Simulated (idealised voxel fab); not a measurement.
process module | voxel wiring stack
This is section cut - it's 160 nm across, gridded in 5 nm square cells.
In this document a cross-section is written as a grid of square cells. It is given as a series of bands, listed from the top down, and a band is one or more rows of cells. A band entry consists of two parts. The first gives the height of the band's top and the height of its bottom, in nm. The rest lists the band's materials from left to right, each with its width in nm. A single material labelled with the word "full width" fills the band from edge to edge, and the word "blank" marks empty space. It should be noted that heights are counted from 0, beneath which the wafer as supplied is of one material throughout, and that the lowest band possesses no lower boundary but continues downward, as written in "z 0 and below". Width "30->40": first value at the band's top row of cells, second value at its bottom row, equal change from row to row. For the purposes of this document, the phrase "no modifications" attached to a step denotes that no cell within the cross-section was modified by that step. Voids lacking openings: empty space of 8 cells or more with no open way to the top, each as width x height at its distance from the left edge, in nm. What comes after the settings on a step's line is commentary from the simulator itself on that step. The line of a step may include "overlay nm". On a step with a mask, this value is how far to the right of its planned place the mask lay. A negative value means the mask lay to the left.

## So here's the lineup of process steps we planned
1 op RECEIVE | material Si
2 op CONFORMAL_DEP | material SiO2 | thk nm 10
3 op CONFORMAL_DEP | material SiN | thk nm 5
4 op DIRECTIONAL_DEP | material SiO2 | thk nm 20
5 op DIRECTIONAL_DEP | material aC | thk nm 15
6 op PATTERN | tone open | mask id METAL_1 | material resist | width nm 25 | pitch nm 45 | thk nm 30 | overlay nm 0
7 op DIRECTIONAL_ETCH | etch materials aC | depth nm 15
8 op STRIP | etch materials resist
9 op DIRECTIONAL_ETCH | etch materials SiO2 | depth nm 20
10 op DIRECTIONAL_ETCH | etch materials SiN | depth nm 5
11 op STRIP | etch materials aC
12 op CONFORMAL_DEP | material TiN | thk nm 5
13 op FILL_DEP | material Ru | thk nm 5
14 op CMP | height nm 35
15 op CONFORMAL_DEP | material SiCN | thk nm 5
16 op DIRECTIONAL_DEP | material lowk | thk nm 20
17 op DIRECTIONAL_DEP | material aC | thk nm 10
18 op PATTERN | tone open | mask id PLUG_1 | material resist | width nm 15 | thk nm 30 | overlay nm 0
19 op DIRECTIONAL_ETCH | etch materials aC | depth nm 10
20 op STRIP | etch materials resist
21 op DIRECTIONAL_ETCH | etch materials lowk | depth nm 20
22 op DIRECTIONAL_ETCH | etch materials SiCN | depth nm 5
23 op STRIP | etch materials aC
24 op EPI | material Ru | thk nm 10
25 op EPI | material Ru | thk nm 10
26 op EPI | material Ru | thk nm 5
27 op DIRECTIONAL_DEP | material TiN | thk nm 5
28 op DIRECTIONAL_DEP | material Ru | thk nm 20
29 op MASKED_ETCH | tone cover | mask id METAL_2 | width nm 25 | pitch nm 45 | etch materials Ru | depth nm 20 | overlay nm 0
30 op MASKED_ETCH | tone cover | mask id METAL_2 | width nm 25 | pitch nm 45 | etch materials TiN | depth nm 5 | overlay nm 0
31 op FILL_DEP | material SiO2 | thk nm 10
32 op CMP | height nm 85
33 op CONFORMAL_DEP | material SiCN | thk nm 5
34 op DIRECTIONAL_DEP | material lowk | thk nm 35
35 op DIRECTIONAL_DEP | material aC | thk nm 15
36 op PATTERN | tone open | mask id METAL_3_HOLES | material resist | width nm 15 | thk nm 35 | overlay nm 0
37 op DIRECTIONAL_ETCH | etch materials aC | depth nm 15
38 op STRIP | etch materials resist
39 op DIRECTIONAL_ETCH | etch materials lowk | depth nm 35
40 op STRIP | etch materials aC
41 op PATTERN | tone open | mask id METAL_3 | material resist | width nm 25 | pitch nm 45 | thk nm 20 | overlay nm 0
42 op DIRECTIONAL_ETCH | etch materials lowk | depth nm 20
43 op DIRECTIONAL_ETCH | etch materials SiCN | depth nm 5
44 op STRIP | etch materials resist
45 op CONFORMAL_DEP | material TiN | thk nm 5
46 op FILL_DEP | material Cu | thk nm 10
47 op CMP | height nm 125
48 op CONFORMAL_DEP | material SiCN | thk nm 5

## Wafer as received: cross-section following step 1
> z 0 and below = Si full width
> Voids lacking openings: none

## The first of two wafers, cross-sectioned at the end of the module, with the run proceeding as planned
> z 130 to 125 = SiCN full width
> z 125 to 110 = lowk: 45, TiN: 5, Cu: 15, TiN: 5, lowk: 20, TiN: 5, Cu: 15, TiN: 5, lowk: 45
> z 110 to 105 = lowk: 45, TiN: 5, Cu: 5, TiN: 15, lowk: 20, TiN: 25, lowk: 45
> z 105 to 90 = lowk: 45, TiN: 5, Cu: 5, TiN: 5, lowk: 100
> z 90 to 85 = SiCN: 45, TiN: 15, SiCN: 100
> z 85 to 65 = SiO2: 45, Ru: 25, SiO2: 20, Ru: 25, SiO2: 45
> z 65 to 60 = SiO2: 45, TiN: 25, SiO2: 20, TiN: 25, SiO2: 45
> z 60 to 40 = lowk: 45, Ru: 15, lowk: 100
> z 40 to 35 = SiCN: 45, Ru: 15, SiCN: 100
> z 35 to 15 = SiO2: 45, TiN: 5, Ru: 15, TiN: 5, SiO2: 20, TiN: 5, Ru: 15, TiN: 5, SiO2: 45
> z 15 to 10 = SiN: 45, TiN: 25, SiN: 20, TiN: 25, SiN: 45
> z 10 to 0 = SiO2 full width
> z 0 and below = Si full width
> Voids lacking openings: none

## Cross-section, second wafer: same start as the first, same plan as the first, one mistake in running it; taken at the end of the module
> z 130 to 125 = SiCN full width
> z 125 to 110 = lowk: 45, TiN: 5, Cu: 15, TiN: 5, lowk: 20, TiN: 5, Cu: 15, TiN: 5, lowk: 45
> z 110 to 105 = lowk: 45, TiN: 5, Cu: 5, TiN: 15, lowk: 20, TiN: 25, lowk: 45
> z 105 to 90 = lowk: 45, TiN: 5, Cu: 5, TiN: 5, lowk: 100
> z 90 to 85 = SiCN: 45, TiN: 15, SiCN: 100
> z 85 to 80 = SiO2: 45, Ru: 20, SiO2: 95
> z 80 to 65 = SiO2: 45, Ru: 25, SiO2: 20, Ru: 25, SiO2: 45
> z 65 to 60 = SiO2: 45, TiN: 20, Ru: 5, SiO2: 20, Ru: 25, SiO2: 45
> z 60 to 55 = SiO2: 40, Ru: 25, TiN: 5, SiO2: 20, TiN: 25, SiO2: 45
> z 55 to 40 = lowk: 45, Ru: 15, lowk: 100
> z 40 to 35 = SiCN: 45, Ru: 15, SiCN: 100
> z 35 to 15 = SiO2: 45, TiN: 5, Ru: 15, TiN: 5, SiO2: 20, TiN: 5, Ru: 15, TiN: 5, SiO2: 45
> z 15 to 10 = SiN: 45, TiN: 25, SiN: 20, TiN: 25, SiN: 45
> z 10 to 0 = SiO2 full width
> z 0 and below = Si full width
> Voids lacking openings: none
Misprocessing identified: step 16 off recipe, ran as op DIRECTIONAL_DEP | material lowk | thk nm 15
Wrapping up, a cell-based count of both wafers puts the second over or under the first for these materials: Ru +2, SiO2 +27, lowk -29
